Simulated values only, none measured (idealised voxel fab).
The name of this process module is voxel transistor to metal.
It is cross-section cut that appears here, measuring 285 nm in width, its square cells being 5 nm in size.
A cross-section in this document is a grid of square cells, and it is written down as bands, the top band listed before the ones below it; a band is made up of one or more rows of cells. First you get the band's top height and its bottom height, in nm, and then the materials it's made of, left to right, with each width in nm. If you see a single material with "all across", that one covers the band edge to edge. "blank" is empty space. Height reference: 0 = level under which incoming wafer is all one material. Lowest band: no bottom, runs on downward, e.g. "z 0 and below". The width entry "30->40" should be interpreted row by row: the top row of cells in the band takes the first number, the bottom row takes the second number, and the change between adjacent rows is uniform throughout. It should be understood that the words "no alteration", when stated for a given step, signify that the cross-section underwent no change in any of its cells during that step. Entry "Voids lacking openings". Content: empty spaces with no open connection to the top, size 8 cells or greater. Each: width x height at distance. Distance: from left edge. Unit: nm. That trailing text on a step's line, after the settings, is the simulator's own remark on the step. Steps that use a mask can have "overlay nm" on their line. It says how far the mask sat to the right of where it was meant to be. Negative means to the left.
The process steps that were planned are listed below:
1 RECEIVE (material Si)
2 OXIDIZE (depth nm 5)
3 CONFORMAL_DEP (material SiN; thk nm 15)
4 DIRECTIONAL_DEP (material aC; thk nm 10)
5 PATTERN (tone cover; mask id ACTIVE; material resist; width nm 105; pitch nm 130; thk nm 30; overlay nm 0)
6 DIRECTIONAL_ETCH (etch materials aC; depth nm 10)
7 STRIP (etch materials resist)
8 DIRECTIONAL_ETCH (etch materials SiN; depth nm 15)
9 DIRECTIONAL_ETCH (etch materials SiO2; depth nm 5)
10 DIRECTIONAL_ETCH (etch materials Si; depth nm 25)
11 STRIP (etch materials aC)
12 FILL_DEP (material SiO2; thk nm 15)
13 CMP (height nm 15)
14 SELECTIVE_ETCH (etch materials SiO2; depth nm 5)
15 STRIP (etch materials SiN)
16 SELECTIVE_ETCH (etch materials SiO2; depth nm 5)
17 OXIDIZE (depth nm 5)
18 DIRECTIONAL_DEP (material polySi; thk nm 30)
19 DIRECTIONAL_DEP (material SiCN; thk nm 15)
20 MASKED_ETCH (tone cover; mask id GATE; width nm 35; pitch nm 130; etch materials SiCN; depth nm 25; overlay nm 0)
21 MASKED_ETCH (tone cover; mask id GATE; width nm 35; pitch nm 130; etch materials polySi; depth nm 40; overlay nm 0)
22 CONFORMAL_DEP (material SiN; thk nm 10)
23 DIRECTIONAL_ETCH (etch materials SiN; depth nm 10)
24 DIRECTIONAL_ETCH (etch materials SiO2; depth nm 5)
25 DIRECTIONAL_ETCH (etch materials Si; depth nm 15)
26 EPI (material SiGe; thk nm 20)
27 FILL_DEP (material SiO2; thk nm 10)
28 CMP (height nm 25)
29 STRIP (etch materials polySi)
30 SELECTIVE_ETCH (etch materials SiO2; depth nm 5)
31 CONFORMAL_DEP (material HfO2; thk nm 5)
32 CONFORMAL_DEP (material TiN; thk nm 5)
33 FILL_DEP (material W; thk nm 5)
34 CMP (height nm 20)
35 DIRECTIONAL_DEP (material SiO2; thk nm 10)
36 PATTERN (tone open; mask id CONTACT; material resist; width nm 15; thk nm 15; overlay nm 0)
37 DIRECTIONAL_ETCH (etch materials SiO2; depth nm 20)
38 STRIP (etch materials resist)
39 CONFORMAL_DEP (material TiN; thk nm 5)
40 FILL_DEP (material Ru; thk nm 10)
41 CMP (height nm 30)
42 DIRECTIONAL_DEP (material TiN; thk nm 5)
43 DIRECTIONAL_DEP (material W; thk nm 15)
44 DIRECTIONAL_DEP (material aC; thk nm 15)
45 PATTERN (tone cover; mask id METAL_1; material resist; width nm 15; thk nm 30; overlay nm 0)
46 DIRECTIONAL_ETCH (etch materials aC; depth nm 15)
47 STRIP (etch materials resist)
48 DIRECTIONAL_ETCH (etch materials W; depth nm 15)
49 DIRECTIONAL_ETCH (etch materials TiN; depth nm 5)
50 STRIP (etch materials aC)
51 FILL_DEP (material SiO2; thk nm 5)
52 CMP (height nm 50)
53 CONFORMAL_DEP (material SiCN; thk nm 5)
54 DIRECTIONAL_DEP (material lowk; thk nm 25)
55 MASKED_ETCH (tone open; mask id METAL_2; width nm 15; pitch nm 130; etch materials lowk; depth nm 15; overlay nm -15)
56 DIRECTIONAL_DEP (material aC; thk nm 15)
57 PATTERN (tone open; mask id METAL_2_HOLES; material resist; width nm 15; pitch nm 130; thk nm 30; overlay nm 0)
58 DIRECTIONAL_ETCH (etch materials aC; depth nm 15)
59 STRIP (etch materials resist)
60 DIRECTIONAL_ETCH (etch materials lowk; depth nm 10)
61 DIRECTIONAL_ETCH (etch materials SiCN; depth nm 5)
62 STRIP (etch materials aC)
63 CONFORMAL_DEP (material TiN; thk nm 5)
64 FILL_DEP (material Cu; thk nm 5)
65 CMP (height nm 80)
66 CONFORMAL_DEP (material SiCN; thk nm 5)
Keep in mind the plan's value for the overlay nm of step 55 comes from the first wafer; the wafers don't share that setting, but they do share the same starting point.
As-received cross-section, first of several wafers, post step 1:
* z 0 and below | Si all across
* Voids lacking openings: none
So in this table every wafer gets its own row, and what you see is where it stands at the end of the module: for each material, how many cells it picked up (+) or gave up (-) since we received it, and after that its closed voids:
overlay nm -15, +10 Cu, +38 HfO2, +12 Ru, -222 Si, +114 SiCN, +116 SiGe, +56 SiN, +436 SiO2, +94 TiN, +60 W, +255 lowk, Voids lacking openings: none
overlay nm -10, +8 Cu, +38 HfO2, +12 Ru, -222 Si, +112 SiCN, +116 SiGe, +56 SiN, +436 SiO2, +98 TiN, +60 W, +255 lowk, Voids lacking openings: none
overlay nm -5, +6 Cu, +38 HfO2, +12 Ru, -222 Si, +110 SiCN, +116 SiGe, +56 SiN, +436 SiO2, +102 TiN, +60 W, +255 lowk, Voids lacking openings: none
overlay nm 0, +10 Cu, +38 HfO2, +12 Ru, -222 Si, +108 SiCN, +116 SiGe, +56 SiN, +436 SiO2, +100 TiN, +60 W, +255 lowk, Voids lacking openings: none
overlay nm 5, +6 Cu, +38 HfO2, +12 Ru, -222 Si, +110 SiCN, +116 SiGe, +56 SiN, +436 SiO2, +102 TiN, +60 W, +255 lowk, Voids lacking openings: none
overlay nm 10, +8 Cu, +38 HfO2, +12 Ru, -222 Si, +112 SiCN, +116 SiGe, +56 SiN, +436 SiO2, +98 TiN, +60 W, +255 lowk, Voids lacking openings: none
overlay nm 15, +10 Cu, +38 HfO2, +12 Ru, -222 Si, +114 SiCN, +116 SiGe, +56 SiN, +436 SiO2, +94 TiN, +60 W, +255 lowk, Voids lacking openings: none
